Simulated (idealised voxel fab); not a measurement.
The process module presented herein is designated voxel wiring stack.
Pictured: cross-section cut, 240 nm wide, on a grid of 5 nm square cells.
Just so we're on the same page, the cross-sections are grids of square cells, and they're listed out in bands top to bottom, each band one or more rows deep.
A band entry consists of two parts. The first gives the height of the band's top and the height of its bottom, in nm. The rest lists the band's materials from left to right, each with its width in nm. A single material labelled with the word "everywhere" fills the band from edge to edge, and the word "empty" marks empty space.
Zero point of the height axis is 0; under it, received wafer = one material. Lowest band: continues down indefinitely, "0 nm and below".
Read "30..40" as a graded width: first number on top, second number at the bottom, same change between each pair of neighbouring rows.
You'll sometimes find "nothing changed" written for a step, and that's the way of saying that nowhere in the cross-section did a cell change during that step.
"Fully sealed voids": empty spaces of 8 cells or more with no open way to the top, each given as width x height at distance, distance from the left edge, all in nm.
Anything after a step's settings on that line? It's the simulator's own note about the step.
What "overlay nm" on a step's line means: if the step has a mask, that mask lay this far to the right of its planned place, or, when the value is negative, to the left.
The following list gives the planned process steps:
1. RECEIVE [material Si]
2. CONFORMAL_DEP [material SiO2] [thk nm 10]
3. DIRECTIONAL_DEP [material TiN] [thk nm 5]
4. DIRECTIONAL_DEP [material W] [thk nm 25]
5. DIRECTIONAL_DEP [material aC] [thk nm 15]
6. PATTERN [tone cover] [mask id METAL_1] [material resist] [width nm 25] [pitch nm 40] [thk nm 30] [overlay nm 0]
7. DIRECTIONAL_ETCH [etch materials aC] [depth nm 15]
8. STRIP [etch materials resist]
9. DIRECTIONAL_ETCH [etch materials W] [depth nm 25]
10. DIRECTIONAL_ETCH [etch materials TiN] [depth nm 5]
11. STRIP [etch materials aC]
12. CONFORMAL_DEP [material SiCN] [thk nm 5]
13. FILL_DEP [material lowk] [thk nm 5]
14. CMP [height nm 40]
15. CONFORMAL_DEP [material SiCN] [thk nm 5]
16. DIRECTIONAL_DEP [material SiO2] [thk nm 20]
17. MASKED_ETCH [tone open] [mask id PLUG_1] [width nm 15] [pitch nm 80] [etch materials SiO2] [depth nm 20] [overlay nm 0]
18. MASKED_ETCH [tone open] [mask id PLUG_1] [width nm 15] [pitch nm 80] [etch materials SiCN] [depth nm 5] [overlay nm 0]
19. EPI [material Ru] [thk nm 10]
20. EPI [material Ru] [thk nm 10]
21. EPI [material Ru] [thk nm 5]
22. CONFORMAL_DEP [material SiN] [thk nm 5]
23. DIRECTIONAL_DEP [material lowk] [thk nm 20]
24. DIRECTIONAL_DEP [material aC] [thk nm 15]
25. PATTERN [tone open] [mask id METAL_2] [material resist] [width nm 25] [pitch nm 40] [thk nm 35] [overlay nm 0]
26. DIRECTIONAL_ETCH [etch materials aC] [depth nm 15]
27. STRIP [etch materials resist]
28. DIRECTIONAL_ETCH [etch materials lowk] [depth nm 20]
29. DIRECTIONAL_ETCH [etch materials SiN] [depth nm 5]
30. STRIP [etch materials aC]
31. CONFORMAL_DEP [material TiN] [thk nm 5]
32. FILL_DEP [material Cu] [thk nm 10]
33. CMP [height nm 90]
34. EPI [material Ru] [thk nm 5]
35. FILL_DEP [material SiCN] [thk nm 5]
Wafer cross-section on receipt, i.e. after step 1:
- 0 nm and below | Si everywhere
- Fully sealed voids: none
Look at the cross-section after the module: the wafer started out the way shown above and the plan was the one shown above, yet one mistake was made along the way:
- 100 nm to 95 nm | SiCN everywhere
- 95 nm to 90 nm | SiCN: 45; Ru: 25; SiCN: 15; Ru: 25; SiCN: 15; Ru: 25; SiCN: 15; Ru: 25; SiCN: 50
- 90 nm to 70 nm | lowk: 50; TiN: 5; Cu: 5; TiN: 5; lowk: 25; TiN: 5; Cu: 5; TiN: 5; lowk: 25; TiN: 5; Cu: 5; TiN: 5; lowk: 25; TiN: 5; Cu: 5; TiN: 5; lowk: 55
- 70 nm to 65 nm | SiN: 50; TiN: 15; SiN: 25; TiN: 15; SiN: 25; TiN: 15; SiN: 25; TiN: 15; SiN: 55
- 65 nm to 45 nm | SiO2: 45; Ru: 15; SiO2: 65; Ru: 15; SiO2: 100
- 45 nm to 40 nm | SiCN: 45; Ru: 15; SiCN: 65; Ru: 15; SiCN: 100
- 40 nm to 15 nm | lowk: 40; SiCN: 5; W: 25; SiCN: 5; lowk: 5; SiCN: 5; W: 25; SiCN: 5; lowk: 5; SiCN: 5; W: 25; SiCN: 5; lowk: 5; SiCN: 5; W: 25; SiCN: 5; lowk: 45
- 15 nm to 10 nm | SiCN: 45; TiN: 25; SiCN: 15; TiN: 25; SiCN: 15; TiN: 25; SiCN: 15; TiN: 25; SiCN: 50
- 10 nm to 0 nm | SiO2 everywhere
- 0 nm and below | Si everywhere
- Fully sealed voids: none
It is concluded that the wafer was processed incorrectly with respect to the plan, in that step 25 was not run as planned; what actually ran was PATTERN [tone open] [mask id METAL_2] [material resist] [width nm 15] [pitch nm 40] [thk nm 35] [overlay nm 0]
